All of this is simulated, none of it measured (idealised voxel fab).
process module | voxel released beams
cross-section cut | 255 nm wide | cells 5 nm
A cross-section is a grid of square cells, given in bands from the top down. A band is one or more rows of cells.
Each band's line starts with the height of the band's top and of its bottom, in nm. Then come its materials from left to right, each with its width in nm. One material with "throughout" fills the band from edge to edge. "air" is empty space.
Height 0 is the level under which the wafer as received is all one material. The lowest band goes on downwards, as in "0 down".
A width such as "30 to 40" changes by the same amount from each row of cells to the next, from the band's top row to its bottom row.
"no change" after a step means that no cell of the cross-section changed.
closed voids: empty space of 8 cells or more with no open way to the top, each as width x height at its distance from the left edge, in nm
after a step's settings: what the simulator itself notes on the step
overlay nm, on a step with a mask: how far to the right of its planned place the mask lay; to the left if negative
plan
1 op RECEIVE | material Si
2 op CONFORMAL_DEP | material Al2O3 | thk nm 5
3 op DIRECTIONAL_DEP | material SiO2 | thk nm 15
4 op MASKED_ETCH | tone open | mask id ANCHOR | width nm 40 | etch materials SiO2 | depth nm 15 | overlay nm 0
5 op CONFORMAL_DEP | material polySi | thk nm 15
6 op MASKED_ETCH | tone cover | mask id BEAM | width nm 125 | etch materials polySi | depth nm 15 | overlay nm 0
7 op STRIP | etch materials SiO2
as received, after step 1
  0 down: Si throughout
  closed voids: none
a wafer at the end: this start, this plan, one mistake
  35 to 20: air 60 | polySi 125 | air 70
  20 to 15: Al2O3 throughout
  15 to 0: SiO2 throughout
  0 down: Si throughout
  closed voids: none
what went wrong: steps 2 and 3 were swapped
